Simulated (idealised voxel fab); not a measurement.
The following process module bears the name voxel air gaps.
In the cross-section labelled cut, the width is 155 nm and each square cell is 5 nm.
The cross-sections in this document take the form of a grid made of square cells. They are written out as bands, in order from top to bottom. Each band consists of one or more rows of cells.
Within each band entry, the heights of the top and of the bottom of the band appear first, in that order and in nm; the materials of the band then follow from left to right, each with its corresponding width in nm. The designation "all across" on a single material indicates that it fills the band from edge to edge; the designation "air" indicates empty space.
Heights are measured from 0, the level below which the as-received wafer is all one material; the lowest band has no bottom and continues downward, written as in "0..down".
A width such as "30 to 40" changes by the same amount from each row of cells to the next, from the band's top row to its bottom row.
Basically "remains unaltered" means that step didn't change any cell in the cross-section.
Empty spaces counting at least 8 cells and having no open way to the top are listed in "Fully sealed voids". The notation width x height at distance is used for each, the distance being from the left edge and all three values in nm.
That trailing text on a step's line, after the settings, is the simulator's own remark on the step.
"overlay nm" denotes, for a step that has a mask, the displacement of the mask to the right of its planned place, with negative values corresponding to the left.

### The following list gives the planned process steps
1. RECEIVE with material Si
2. CONFORMAL_DEP with material SiO2, thk nm 15
3. CONFORMAL_DEP with material SiCN, thk nm 5
4. DIRECTIONAL_DEP with material lowk, thk nm 35
5. PATTERN with tone open, mask id LINES, material resist, width nm 15, pitch nm 40, thk nm 15, overlay nm 0
6. DIRECTIONAL_ETCH with etch materials lowk, depth nm 35
7. STRIP with etch materials resist
8. CONFORMAL_DEP with material TiN, thk nm 5
9. FILL_DEP with material W, thk nm 5
10. CMP with height nm 55
11. EPI with material Ru, thk nm 10
12. SELECTIVE_ETCH with etch materials lowk, depth nm 45
13. CONFORMAL_DEP with material SiCN, thk nm 5

### As-received state of the wafer in cross-section, equivalent to post-step 1
- 0..down | Si all across
- Fully sealed voids: none

### First of two wafers, end-of-module section, run followed plan
- 70..65 | 15 nm air / 125 nm SiCN / 15 nm air
- 65..55 | 15 nm air / 5 nm SiCN / 35 nm Ru / 5 nm SiCN / 35 nm Ru / 5 nm SiCN / 35 nm Ru / 5 nm SiCN / 15 nm air
- 55..50 | 15 nm air / 15 nm SiCN / 5 nm TiN / 5 nm W / 5 nm TiN / 25 nm SiCN / 5 nm TiN / 5 nm W / 5 nm TiN / 25 nm SiCN / 5 nm TiN / 5 nm W / 5 nm TiN / 15 nm SiCN / 15 nm air
- 50..25 | 25 nm air / 5 nm SiCN / 5 nm TiN / 5 nm W / 5 nm TiN / 5 nm SiCN / 15 nm air / 5 nm SiCN / 5 nm TiN / 5 nm W / 5 nm TiN / 5 nm SiCN / 15 nm air / 5 nm SiCN / 5 nm TiN / 5 nm W / 5 nm TiN / 5 nm SiCN / 25 nm air
- 25..20 | 30 nm SiCN / 15 nm TiN / 25 nm SiCN / 15 nm TiN / 25 nm SiCN / 15 nm TiN / 30 nm SiCN
- 20..15 | SiCN all across
- 15..0 | SiO2 all across
- 0..down | Si all across
- Fully sealed voids: 15 x 25 at 50; 15 x 25 at 90

### Wafer two, sectioned after the module: the first wafer's start, the first wafer's plan, and one mistake in how it was run
- 70..65 | 15 nm air / 130 nm SiCN / 10 nm air
- 65..55 | 15 nm air / 5 nm SiCN / 120 nm Ru / 5 nm SiCN / 10 nm air
- 55..50 | 15 nm air / 15 nm SiCN / 5 nm TiN / 10 nm W / 5 nm TiN / 20 nm lowk / 5 nm TiN / 10 nm W / 5 nm TiN / 20 nm lowk / 5 nm TiN / 10 nm W / 5 nm TiN / 15 nm SiCN / 10 nm air
- 50..25 | 25 nm air / 5 nm SiCN / 5 nm TiN / 10 nm W / 5 nm TiN / 20 nm lowk / 5 nm TiN / 10 nm W / 5 nm TiN / 20 nm lowk / 5 nm TiN / 10 nm W / 5 nm TiN / 5 nm SiCN / 20 nm air
- 25..20 | 30 nm SiCN / 20 nm TiN / 20 nm lowk / 20 nm TiN / 20 nm lowk / 20 nm TiN / 25 nm SiCN
- 20..15 | SiCN all across
- 15..0 | SiO2 all across
- 0..down | Si all across
- Fully sealed voids: none
Deviation from plan: so step 5 ended up running with a different setting than we planned, it ran as PATTERN with tone open, mask id LINES, material resist, width nm 20, pitch nm 40, thk nm 15, overlay nm 0
Counted in cells at the end, the second wafer holds more or fewer of these materials than the first: Ru: 6 more; SiCN: 44 fewer; TiN: 3 more; W: 18 more; lowk: 56 more
Note - end result: 2 closed voids (first wafer), 0 closed voids (second wafer).
